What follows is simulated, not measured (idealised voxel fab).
Process module name: voxel self aligned vias
Each square cell in cross-section cut measures 5 nm, and the section as a whole is 250 nm wide.
Cross-sections here: square-cell grids, written as top-down lists of bands, a band being one or more rows of cells.
Basically the band line says how high the top is and how high the bottom is, in nm, and then what's in it from left to right, every material with its width in nm. Empty space shows up as "air", and if a single material carries "everywhere" it runs the full band edge to edge.
Heads up on the height convention: 0 is the point under which the incoming wafer is all one material, and the lowest band has no bottom, it just keeps going down, like "z 0 and below".
Think of "30..40" as a width that walks from the first number to the second as you go down the band, top row to bottom row, taking equal-sized steps from row to row.
"identical to before" (step): cross-section cells unchanged, all of them.
Entry "Enclosed internal cavities". Content: empty spaces with no open connection to the top, size 8 cells or greater. Each: width x height at distance. Distance: from left edge. Unit: nm.
Read whatever lies past the settings on a step's line as the simulator's own remark about the step.
A step line may carry the setting "overlay nm", which, for steps involving a mask, states the distance by which the mask lay to the right of its intended position; negative values denote displacement to the left.
Set out below are the planned steps of the process
1. RECEIVE (material Si)
2. CONFORMAL_DEP (material SiO2; thk nm 15)
3. CONFORMAL_DEP (material SiCN; thk nm 5)
4. DIRECTIONAL_DEP (material SiO2; thk nm 30)
5. DIRECTIONAL_DEP (material aC; thk nm 15)
6. PATTERN (tone open; mask id LINES; material resist; width nm 30; pitch nm 75; thk nm 35; overlay nm 0)
7. DIRECTIONAL_ETCH (etch materials aC; depth nm 15)
8. STRIP (etch materials resist)
9. DIRECTIONAL_ETCH (etch materials SiO2; depth nm 30)
10. STRIP (etch materials aC)
11. CONFORMAL_DEP (material TiN; thk nm 5)
12. FILL_DEP (material W; thk nm 10)
13. CMP (height nm 50)
14. SELECTIVE_ETCH (etch materials W Ru TiN; depth nm 5)
15. FILL_DEP (material SiN; thk nm 5)
16. CMP (height nm 50)
17. DIRECTIONAL_DEP (material SiO2; thk nm 20)
18. PATTERN (tone open; mask id VIAS; material resist; width nm 50; pitch nm 150; thk nm 15; overlay nm 0)
19. DIRECTIONAL_ETCH (etch materials SiO2; depth nm 20)
20. DIRECTIONAL_ETCH (etch materials SiN; depth nm 5)
21. STRIP (etch materials resist)
22. CONFORMAL_DEP (material TiN; thk nm 5)
23. FILL_DEP (material Cu; thk nm 10)
24. CMP (height nm 70)
25. CONFORMAL_DEP (material SiN; thk nm 5)
The cross-section here shows the wafer as received, i.e. in its state after step 1
	z 0 and below: Si everywhere
	Enclosed internal cavities: none
Post-module cross-section of the first of two wafers (run per plan)
	z 75 to 70: SiN everywhere
	z 70 to 55: SiO2 25 nm, then TiN 5 nm, then Cu 40 nm, then TiN 5 nm, then SiO2 100 nm, then TiN 5 nm, then Cu 40 nm, then TiN 5 nm, then SiO2 25 nm
	z 55 to 50: SiO2 25 nm, then TiN 15 nm, then Cu 20 nm, then TiN 15 nm, then SiO2 100 nm, then TiN 15 nm, then Cu 20 nm, then TiN 15 nm, then SiO2 25 nm
	z 50 to 45: SiO2 35 nm, then TiN 30 nm, then SiO2 45 nm, then SiN 30 nm, then SiO2 45 nm, then TiN 30 nm, then SiO2 35 nm
	z 45 to 25: SiO2 35 nm, then TiN 5 nm, then W 20 nm, then TiN 5 nm, then SiO2 45 nm, then TiN 5 nm, then W 20 nm, then TiN 5 nm, then SiO2 45 nm, then TiN 5 nm, then W 20 nm, then TiN 5 nm, then SiO2 35 nm
	z 25 to 20: SiO2 35 nm, then TiN 30 nm, then SiO2 45 nm, then TiN 30 nm, then SiO2 45 nm, then TiN 30 nm, then SiO2 35 nm
	z 20 to 15: SiCN everywhere
	z 15 to 0: SiO2 everywhere
	z 0 and below: Si everywhere
	Enclosed internal cavities: none
End of module, second wafer, cross-section. Started like the first, planned like the first, run with one mistake
	z 75 to 70: SiN everywhere
	z 70 to 55: SiO2 25 nm, then TiN 5 nm, then Cu 40 nm, then TiN 5 nm, then SiO2 100 nm, then TiN 5 nm, then Cu 40 nm, then TiN 5 nm, then SiO2 25 nm
	z 55 to 50: SiO2 25 nm, then TiN 50 nm, then SiO2 100 nm, then TiN 50 nm, then SiO2 25 nm
	z 50 to 45: SiCN everywhere
	z 45 to 0: SiO2 everywhere
	z 0 and below: Si everywhere
	Enclosed internal cavities: none
What broke from the plan during processing? steps 3 and 4 were swapped
Per the end-of-run cell counts, the second wafer holds more or fewer of some materials than the first: -8 Cu | -6 SiN | +108 SiO2 | -46 TiN | -48 W
